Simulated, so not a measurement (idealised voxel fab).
process module | voxel gate over fins
cross-section cut | 260 nm wide | cells 5 nm
A cross-section is a grid of square cells, given in bands from the top down. A band is one or more rows of cells.
Each band's line starts with the height of the band's top and of its bottom, in nm. Then come its materials from left to right, each with its width in nm. One material with "throughout" fills the band from edge to edge. "air" is empty space.
Height 0 is the level under which the wafer as received is all one material. The lowest band goes on downwards, as in "0 down".
A width such as "30 to 40" changes by the same amount from each row of cells to the next, from the band's top row to its bottom row.
"no change" after a step means that no cell of the cross-section changed.
closed voids: empty space of 8 cells or more with no open way to the top, each as width x height at its distance from the left edge, in nm
after a step's settings: what the simulator itself notes on the step
overlay nm, on a step with a mask: how far to the right of its planned place the mask lay; to the left if negative
plan
1 op RECEIVE | material Si
2 op CONFORMAL_DEP | material SiN | thk nm 5
3 op DIRECTIONAL_DEP | material aC | thk nm 15
4 op PATTERN | tone cover | mask id FINS | material resist | width nm 15 | pitch nm 40 | thk nm 30 | overlay nm 0
5 op DIRECTIONAL_ETCH | etch materials aC | depth nm 15
6 op STRIP | etch materials resist
7 op DIRECTIONAL_ETCH | etch materials SiN | depth nm 5
8 op DIRECTIONAL_ETCH | etch materials Si | depth nm 35
9 op STRIP | etch materials aC
10 op OXIDIZE | depth nm 5
11 op FILL_DEP | material SiO2 | thk nm 10
12 op CMP | height nm 5
13 op SELECTIVE_ETCH | etch materials SiO2 | depth nm 15
14 op STRIP | etch materials SiN
15 op CONFORMAL_DEP | material HfO2 | thk nm 5
16 op CONFORMAL_DEP | material TiN | thk nm 5
17 op FILL_DEP | material W | thk nm 15
18 op CMP | height nm 20
19 op CONFORMAL_DEP | material SiCN | thk nm 10
first wafer, as planned
as received, after step 1
  0 down: Si throughout
  closed voids: none
after step 2
  5 to 0: SiN throughout
  below 0: unchanged
after step 3
  20 to 5: aC throughout
  below 5: unchanged
after step 4
  50 to 20: air 60 | resist 15 | air 25 | resist 15 | air 25 | resist 15 | air 25 | resist 15 | air 65
  below 20: unchanged
after step 5
  35 to 20: air 60 | resist 15 | air 25 | resist 15 | air 25 | resist 15 | air 25 | resist 15 | air 65
  20 to 5: air 60 | aC 15 | air 25 | aC 15 | air 25 | aC 15 | air 25 | aC 15 | air 65
  below 5: unchanged
after step 6
  20 to 5: air 60 | aC 15 | air 25 | aC 15 | air 25 | aC 15 | air 25 | aC 15 | air 65
  below 5: unchanged
after step 7
  20 to 5: air 60 | aC 15 | air 25 | aC 15 | air 25 | aC 15 | air 25 | aC 15 | air 65
  5 to 0: air 60 | SiN 15 | air 25 | SiN 15 | air 25 | SiN 15 | air 25 | SiN 15 | air 65
  below 0: unchanged
after step 8
  20 to 5: air 60 | aC 15 | air 25 | aC 15 | air 25 | aC 15 | air 25 | aC 15 | air 65
  5 to 0: air 60 | SiN 15 | air 25 | SiN 15 | air 25 | SiN 15 | air 25 | SiN 15 | air 65
  0 to -35: air 60 | Si 15 | air 25 | Si 15 | air 25 | Si 15 | air 25 | Si 15 | air 65
  below -35: unchanged
after step 9
  5 to 0: air 60 | SiN 15 | air 25 | SiN 15 | air 25 | SiN 15 | air 25 | SiN 15 | air 65
  below 0: unchanged
after step 10
  5 to 0: air 60 | SiN 15 | air 25 | SiN 15 | air 25 | SiN 15 | air 25 | SiN 15 | air 65
  0 to -35: air 60 | SiO2 5 | Si 5 | SiO2 5 | air 25 | SiO2 5 | Si 5 | SiO2 5 | air 25 | SiO2 5 | Si 5 | SiO2 5 | air 25 | SiO2 5 | Si 5 | SiO2 5 | air 65
  -35 to -40: SiO2 65 | Si 5 | SiO2 35 | Si 5 | SiO2 35 | Si 5 | SiO2 35 | Si 5 | SiO2 70
  below -40: unchanged
after step 11
  15 to 5: SiO2 throughout
  5 to 0: SiO2 60 | SiN 15 | SiO2 25 | SiN 15 | SiO2 25 | SiN 15 | SiO2 25 | SiN 15 | SiO2 65
  0 to -40: SiO2 65 | Si 5 | SiO2 35 | Si 5 | SiO2 35 | Si 5 | SiO2 35 | Si 5 | SiO2 70
  below -40: unchanged
after step 12
  5 to 0: SiO2 60 | SiN 15 | SiO2 25 | SiN 15 | SiO2 25 | SiN 15 | SiO2 25 | SiN 15 | SiO2 65
  below 0: unchanged
after step 13
  5 to 0: air 60 | SiN 15 | air 25 | SiN 15 | air 25 | SiN 15 | air 25 | SiN 15 | air 65
  0 to -10: air 65 | Si 5 | air 35 | Si 5 | air 35 | Si 5 | air 35 | Si 5 | air 70
  below -10: unchanged
after step 14
  0 to -10: air 65 | Si 5 | air 35 | Si 5 | air 35 | Si 5 | air 35 | Si 5 | air 70
  below -10: unchanged
after step 15
  5 to 0: air 60 | HfO2 15 | air 25 | HfO2 15 | air 25 | HfO2 15 | air 25 | HfO2 15 | air 65
  0 to -5: air 60 | HfO2 5 | Si 5 | HfO2 5 | air 25 | HfO2 5 | Si 5 | HfO2 5 | air 25 | HfO2 5 | Si 5 | HfO2 5 | air 25 | HfO2 5 | Si 5 | HfO2 5 | air 65
  -5 to -10: HfO2 65 | Si 5 | HfO2 35 | Si 5 | HfO2 35 | Si 5 | HfO2 35 | Si 5 | HfO2 70
  below -10: unchanged
after step 16
  10 to 5: air 55 | TiN 25 | air 15 | TiN 25 | air 15 | TiN 25 | air 15 | TiN 25 | air 60
  5 to 0: air 55 | TiN 5 | HfO2 15 | TiN 5 | air 15 | TiN 5 | HfO2 15 | TiN 5 | air 15 | TiN 5 | HfO2 15 | TiN 5 | air 15 | TiN 5 | HfO2 15 | TiN 5 | air 60
  0 to -5: TiN 60 | HfO2 5 | Si 5 | HfO2 5 | TiN 25 | HfO2 5 | Si 5 | HfO2 5 | TiN 25 | HfO2 5 | Si 5 | HfO2 5 | TiN 25 | HfO2 5 | Si 5 | HfO2 5 | TiN 65
  below -5: unchanged
after step 17
  25 to 10: W throughout
  10 to 5: W 55 | TiN 25 | W 15 | TiN 25 | W 15 | TiN 25 | W 15 | TiN 25 | W 60
  5 to 0: W 55 | TiN 5 | HfO2 15 | TiN 5 | W 15 | TiN 5 | HfO2 15 | TiN 5 | W 15 | TiN 5 | HfO2 15 | TiN 5 | W 15 | TiN 5 | HfO2 15 | TiN 5 | W 60
  below 0: unchanged
after step 18
  20 to 10: W throughout
  below 10: unchanged
after step 19
  30 to 20: SiCN throughout
  below 20: unchanged
second wafer: like start, like plan, one mistake. Through step 14 it matches the first wafer
when step 15 should have ended
  5 to 0: air 60 | TiN 15 | air 25 | TiN 15 | air 25 | TiN 15 | air 25 | TiN 15 | air 65
  0 to -5: air 60 | TiN 5 | Si 5 | TiN 5 | air 25 | TiN 5 | Si 5 | TiN 5 | air 25 | TiN 5 | Si 5 | TiN 5 | air 25 | TiN 5 | Si 5 | TiN 5 | air 65
  -5 to -10: TiN 65 | Si 5 | TiN 35 | Si 5 | TiN 35 | Si 5 | TiN 35 | Si 5 | TiN 70
  below -10: unchanged
when step 16 should have ended
  10 to 5: air 55 | HfO2 25 | air 15 | HfO2 25 | air 15 | HfO2 25 | air 15 | HfO2 25 | air 60
  5 to 0: air 55 | HfO2 5 | TiN 15 | HfO2 5 | air 15 | HfO2 5 | TiN 15 | HfO2 5 | air 15 | HfO2 5 | TiN 15 | HfO2 5 | air 15 | HfO2 5 | TiN 15 | HfO2 5 | air 60
  0 to -5: HfO2 60 | TiN 5 | Si 5 | TiN 5 | HfO2 25 | TiN 5 | Si 5 | TiN 5 | HfO2 25 | TiN 5 | Si 5 | TiN 5 | HfO2 25 | TiN 5 | Si 5 | TiN 5 | HfO2 65
  below -5: unchanged
when step 17 should have ended
  25 to 10: W throughout
  10 to 5: W 55 | HfO2 25 | W 15 | HfO2 25 | W 15 | HfO2 25 | W 15 | HfO2 25 | W 60
  5 to 0: W 55 | HfO2 5 | TiN 15 | HfO2 5 | W 15 | HfO2 5 | TiN 15 | HfO2 5 | W 15 | HfO2 5 | TiN 15 | HfO2 5 | W 15 | HfO2 5 | TiN 15 | HfO2 5 | W 60
  below 0: unchanged
when step 18 should have ended
  20 to 10: W throughout
  below 10: unchanged
when step 19 should have ended
  30 to 20: SiCN throughout
  below 20: unchanged
what went wrong: steps 15 and 16 were swapped
at the end the second wafer has, in cells: as many of each material as the first, in other places
